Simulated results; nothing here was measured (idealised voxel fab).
process module | voxel ribs on slabs
Cross-section cut: width 275 nm, square cells of 5 nm.
In this document a cross-section is written as a grid of square cells. It is given as a series of bands, listed from the top down, and a band is one or more rows of cells.
The band entry comprises the height of the band's top followed by the height of its bottom, expressed in nm, and subsequently the band's materials from left to right, each stated together with its width in nm. Where a single material is marked with the word "edge to edge", that material fills the band from edge to edge. The word "blank" represents empty space.
Where do heights start? At 0: under that level the wafer as delivered is made of one material only. And the lowest band has no floor; it just carries on downward, as in "top 0, no bottom".
Top row gets the first number, bottom row gets the second, and each row in between changes by the same step: that is how a band width like "30 to 40" works.
What does "nothing changed" mean for a step? It means no cell of the cross-section changed in that step.
"Completely enclosed voids" specifies each empty space that is not open to the top and that occupies no fewer than 8 cells, using the form width x height at distance, the distance measured from the left edge and all three quantities in nm.
Text after the settings on a step's line: the simulator's own remark on that step.
What "overlay nm" on a step's line means: if the step has a mask, that mask lay this far to the right of its planned place, or, when the value is negative, to the left.
This section lists the process steps that were planned
| 1 | op RECEIVE | material Si |
| 2 | op DIRECTIONAL_DEP | material SiO2 | thk nm 25 |
| 3 | op DIRECTIONAL_DEP | material SiN | thk nm 15 |
| 4 | op MASKED_ETCH | tone cover | mask id RIB | width nm 15 | etch materials SiN | depth nm 10 | overlay nm 0 |
| 5 | op PATTERN | tone cover | mask id SLAB | material resist | width nm 55 | thk nm 20 | overlay nm 0 |
| 6 | op DIRECTIONAL_ETCH | etch materials SiN | depth nm 5 |
| 7 | op STRIP | etch materials resist |
| 8 | op FILL_DEP | material SiO2 | thk nm 15 |
| 9 | op CMP | height nm 50 |
| 10 | op DIRECTIONAL_DEP | material TiN | thk nm 5 |
| 11 | op PATTERN | tone cover | mask id HEATER | material resist | width nm 25 | thk nm 15 | overlay nm 0 |
| 12 | op DIRECTIONAL_ETCH | etch materials TiN | depth nm 10 |
| 13 | op STRIP | etch materials resist |
| 14 | op CONFORMAL_DEP | material SiN | thk nm 5 |
Don't read the plan's thk nm for step 10 as applying to every wafer: that's the first wafer's value, and the wafers differ in it, though they all start identical.
The first of several wafers in cross-section, exactly as it reached us after step 1
top 0, no bottom = Si edge to edge
Completely enclosed voids: none
Once step 14, the last step, is complete, the module is at its end; this is the cross-section of the first of several wafers
top 60, bottom 55 = blank: 120; SiN: 35; blank: 120
top 55, bottom 50 = SiN: 125; TiN: 25; SiN: 125
top 50, bottom 40 = SiO2 edge to edge
top 40, bottom 30 = SiO2: 130; SiN: 15; SiO2: 130
top 30, bottom 25 = SiO2: 110; SiN: 55; SiO2: 110
top 25, bottom 0 = SiO2 edge to edge
top 0, no bottom = Si edge to edge
Completely enclosed voids: none
So this is the cross-section on the last wafer at the end of the module
top 80, bottom 75 = blank: 120; SiN: 35; blank: 120
top 75, bottom 70 = blank: 120; SiN: 5; TiN: 25; SiN: 5; blank: 120
top 70, bottom 65 = SiN: 125; TiN: 25; SiN: 125
top 65, bottom 50 = TiN edge to edge
top 50, bottom 40 = SiO2 edge to edge
top 40, bottom 30 = SiO2: 130; SiN: 15; SiO2: 130
top 30, bottom 25 = SiO2: 110; SiN: 55; SiO2: 110
top 25, bottom 0 = SiO2 edge to edge
top 0, no bottom = Si edge to edge
Completely enclosed voids: none
Where each wafer stands at the end of the module, a row apiece: cells of each material gained (+) or lost (-) since it was received, then closed voids
thk nm 5, +74 SiN, +533 SiO2, +5 TiN, Completely enclosed voids: none
thk nm 10, +76 SiN, +533 SiO2, +10 TiN, Completely enclosed voids: none
thk nm 15, +76 SiN, +533 SiO2, +65 TiN, Completely enclosed voids: none
thk nm 20, +76 SiN, +533 SiO2, +120 TiN, Completely enclosed voids: none
thk nm 25, +76 SiN, +533 SiO2, +175 TiN, Completely enclosed voids: none
